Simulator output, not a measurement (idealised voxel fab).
process module | voxel tone inversion
cross-section cut | 210 nm wide | cells 5 nm
A cross-section is a grid of square cells, given in bands from the top down. A band is one or more rows of cells.
Each band's line starts with the height of the band's top and of its bottom, in nm. Then come its materials from left to right, each with its width in nm. One material with "throughout" fills the band from edge to edge. "air" is empty space.
Height 0 is the level under which the wafer as received is all one material. The lowest band goes on downwards, as in "0 down".
A width such as "30 to 40" changes by the same amount from each row of cells to the next, from the band's top row to its bottom row.
"no change" after a step means that no cell of the cross-section changed.
closed voids: empty space of 8 cells or more with no open way to the top, each as width x height at its distance from the left edge, in nm
after a step's settings: what the simulator itself notes on the step
overlay nm, on a step with a mask: how far to the right of its planned place the mask lay; to the left if negative
plan
1 op RECEIVE | material Si
2 op CONFORMAL_DEP | material SiN | thk nm 10
3 op DIRECTIONAL_DEP | material aC | thk nm 25
4 op PATTERN | tone cover | mask id POSTS | material resist | width nm 20 | pitch nm 40 | thk nm 30 | overlay nm 0
5 op DIRECTIONAL_ETCH | etch materials aC | depth nm 25
6 op STRIP | etch materials resist
7 op FILL_DEP | material lowk | thk nm 10
8 op CMP | height nm 35
9 op STRIP | etch materials aC
10 op CONFORMAL_DEP | material TiN | thk nm 5
11 op FILL_DEP | material W | thk nm 5
12 op CMP | height nm 35
13 op CONFORMAL_DEP | material SiCN | thk nm 5
as received, after step 1
  0 down: Si throughout
  closed voids: none
a wafer at the end: this start, this plan, one mistake
  40 to 35: SiCN throughout
  35 to 25: lowk throughout
  25 to 0: lowk 75 | aC 20 | lowk 20 | aC 20 | lowk 75
  0 down: Si throughout
  closed voids: none
what went wrong: step 2 was left out
